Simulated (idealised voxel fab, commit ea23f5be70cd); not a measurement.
The process module that follows is named voxel trench capacitor.
Cross-section cut spans 260 nm and uses square cells 5 nm in size.
A cross-section in this document is a grid of square cells, and it is written down as bands, the top band listed before the ones below it; a band is made up of one or more rows of cells.
Band entry format. Leading values: height of top, height of bottom, nm. Remainder: materials in left-to-right order, each with its width in nm. Special words: "everywhere" on a single material, which then fills the band edge to edge; "air", empty space.
It should be noted that heights are counted from 0, beneath which the wafer as supplied is of one material throughout, and that the lowest band possesses no lower boundary but continues downward, as written in "top 0, no bottom".
A width such as "30->40" changes by the same amount from each row of cells to the next, from the band's top row to its bottom row.
Where the words "all unchanged" appear for a step, the cross-section shows no cell changed by that step; every cell remained as before.
Closed empty spaces (no open way to the top) of 8 cells or more are what "closed voids" lists, each as width x height at distance from the left edge, nm for all three.
Note: text after step settings on the step line = simulator remark on that step.
"overlay nm" answers the question of how far to the right of plan the mask lay on a step that has a mask, and when it is negative the answer is to the left.
So here's the lineup of process steps we planned
step 1: RECEIVE [material Si]
step 2: CONFORMAL_DEP [material SiN] [thk nm 5]
step 3: DIRECTIONAL_DEP [material aC] [thk nm 15]
step 4: PATTERN [tone open] [mask id TRENCH] [material resist] [width nm 25] [pitch nm 45] [thk nm 30] [overlay nm 0]
step 5: DIRECTIONAL_ETCH [etch materials aC] [depth nm 15]
step 6: STRIP [etch materials resist]
step 7: DIRECTIONAL_ETCH [etch materials SiN] [depth nm 5]
step 8: DIRECTIONAL_ETCH [etch materials Si] [depth nm 35]
step 9: STRIP [etch materials aC]
step 10: CONFORMAL_DEP [material Al2O3] [thk nm 5]
step 11: FILL_DEP [material polySi] [thk nm 10]
step 12: CMP [height nm 5]
First wafer of two (run as planned)
Cross-section: wafer on arrival = after step 1
> top 0, no bottom  Si everywhere
> closed voids: none
Upon completion of step 2, the wafer appears in cross-section as shown
> top 5, bottom 0  SiN everywhere
> Whatever lies below 0 is exactly as it was before.
Upon completion of step 3, the wafer appears in cross-section as shown
> top 20, bottom 5  aC everywhere
> Whatever lies below 5 is exactly as it was before.
Upon completion of step 4, the wafer appears in cross-section as shown
> top 50, bottom 20  70 of resist, 25 of air, 20 of resist, 25 of air, 20 of resist, 25 of air, 75 of resist
> Whatever lies below 20 is exactly as it was before.
Upon completion of step 5, the wafer appears in cross-section as shown
> top 35, bottom 20  70 of resist, 25 of air, 20 of resist, 25 of air, 20 of resist, 25 of air, 75 of resist
> top 20, bottom 5  70 of aC, 25 of air, 20 of aC, 25 of air, 20 of aC, 25 of air, 75 of aC
> Whatever lies below 5 is exactly as it was before.
Upon completion of step 6, the wafer appears in cross-section as shown
> top 20, bottom 5  70 of aC, 25 of air, 20 of aC, 25 of air, 20 of aC, 25 of air, 75 of aC
> Whatever lies below 5 is exactly as it was before.
Upon completion of step 7, the wafer appears in cross-section as shown
> top 20, bottom 5  70 of aC, 25 of air, 20 of aC, 25 of air, 20 of aC, 25 of air, 75 of aC
> top 5, bottom 0  70 of SiN, 25 of air, 20 of SiN, 25 of air, 20 of SiN, 25 of air, 75 of SiN
> Whatever lies below 0 is exactly as it was before.
Upon completion of step 8, the wafer appears in cross-section as shown
> top 20, bottom 5  70 of aC, 25 of air, 20 of aC, 25 of air, 20 of aC, 25 of air, 75 of aC
> top 5, bottom 0  70 of SiN, 25 of air, 20 of SiN, 25 of air, 20 of SiN, 25 of air, 75 of SiN
> top 0, bottom -35  70 of Si, 25 of air, 20 of Si, 25 of air, 20 of Si, 25 of air, 75 of Si
> Whatever lies below -35 is exactly as it was before.
Upon completion of step 9, the wafer appears in cross-section as shown
> top 5, bottom 0  70 of SiN, 25 of air, 20 of SiN, 25 of air, 20 of SiN, 25 of air, 75 of SiN
> Whatever lies below 0 is exactly as it was before.
Upon completion of step 10, the wafer appears in cross-section as shown
> top 10, bottom 5  75 of Al2O3, 15 of air, 30 of Al2O3, 15 of air, 30 of Al2O3, 15 of air, 80 of Al2O3
> top 5, bottom 0  70 of SiN, 5 of Al2O3, 15 of air, 5 of Al2O3, 20 of SiN, 5 of Al2O3, 15 of air, 5 of Al2O3, 20 of SiN, 5 of Al2O3, 15 of air, 5 of Al2O3, 75 of SiN
> top 0, bottom -30  70 of Si, 5 of Al2O3, 15 of air, 5 of Al2O3, 20 of Si, 5 of Al2O3, 15 of air, 5 of Al2O3, 20 of Si, 5 of Al2O3, 15 of air, 5 of Al2O3, 75 of Si
> top -30, bottom -35  70 of Si, 25 of Al2O3, 20 of Si, 25 of Al2O3, 20 of Si, 25 of Al2O3, 75 of Si
> Whatever lies below -35 is exactly as it was before.
Upon completion of step 11, the wafer appears in cross-section as shown
> top 20, bottom 10  polySi everywhere
> top 10, bottom 5  75 of Al2O3, 15 of polySi, 30 of Al2O3, 15 of polySi, 30 of Al2O3, 15 of polySi, 80 of Al2O3
> top 5, bottom 0  70 of SiN, 5 of Al2O3, 15 of polySi, 5 of Al2O3, 20 of SiN, 5 of Al2O3, 15 of polySi, 5 of Al2O3, 20 of SiN, 5 of Al2O3, 15 of polySi, 5 of Al2O3, 75 of SiN
> top 0, bottom -30  70 of Si, 5 of Al2O3, 15 of polySi, 5 of Al2O3, 20 of Si, 5 of Al2O3, 15 of polySi, 5 of Al2O3, 20 of Si, 5 of Al2O3, 15 of polySi, 5 of Al2O3, 75 of Si
> Whatever lies below -30 is exactly as it was before.
Upon completion of step 12, the wafer appears in cross-section as shown
> top 5, bottom 0  70 of SiN, 5 of Al2O3, 15 of polySi, 5 of Al2O3, 20 of SiN, 5 of Al2O3, 15 of polySi, 5 of Al2O3, 20 of SiN, 5 of Al2O3, 15 of polySi, 5 of Al2O3, 75 of SiN
> Whatever lies below 0 is exactly as it was before.
Second wafer, same starting conditions and recipe as the first, one mistake in executing it, nothing differs from the first up to and including step 9
The second wafer cut through, at the time step 10 was supposed to be finished
> top 10, bottom 5  75 of aC, 15 of air, 30 of aC, 15 of air, 30 of aC, 15 of air, 80 of aC
> top 5, bottom 0  70 of SiN, 5 of aC, 15 of air, 5 of aC, 20 of SiN, 5 of aC, 15 of air, 5 of aC, 20 of SiN, 5 of aC, 15 of air, 5 of aC, 75 of SiN
> top 0, bottom -30  70 of Si, 5 of aC, 15 of air, 5 of aC, 20 of Si, 5 of aC, 15 of air, 5 of aC, 20 of Si, 5 of aC, 15 of air, 5 of aC, 75 of Si
> top -30, bottom -35  70 of Si, 25 of aC, 20 of Si, 25 of aC, 20 of Si, 25 of aC, 75 of Si
> Whatever lies below -35 is exactly as it was before.
The second wafer cut through, at the time step 11 was supposed to be finished
> top 20, bottom 10  polySi everywhere
> top 10, bottom 5  75 of aC, 15 of polySi, 30 of aC, 15 of polySi, 30 of aC, 15 of polySi, 80 of aC
> top 5, bottom 0  70 of SiN, 5 of aC, 15 of polySi, 5 of aC, 20 of SiN, 5 of aC, 15 of polySi, 5 of aC, 20 of SiN, 5 of aC, 15 of polySi, 5 of aC, 75 of SiN
> top 0, bottom -30  70 of Si, 5 of aC, 15 of polySi, 5 of aC, 20 of Si, 5 of aC, 15 of polySi, 5 of aC, 20 of Si, 5 of aC, 15 of polySi, 5 of aC, 75 of Si
> Whatever lies below -30 is exactly as it was before.
The second wafer cut through, at the time step 12 was supposed to be finished
> top 5, bottom 0  70 of SiN, 5 of aC, 15 of polySi, 5 of aC, 20 of SiN, 5 of aC, 15 of polySi, 5 of aC, 20 of SiN, 5 of aC, 15 of polySi, 5 of aC, 75 of SiN
> Whatever lies below 0 is exactly as it was before.
Deviation from plan: step 10 was not run as planned; what actually ran was CONFORMAL_DEP [material aC] [thk nm 5]
Upon completion, the second wafer contains, in terms of cells, a greater or smaller amount of certain materials than the first wafer: -57 Al2O3 | +57 aC
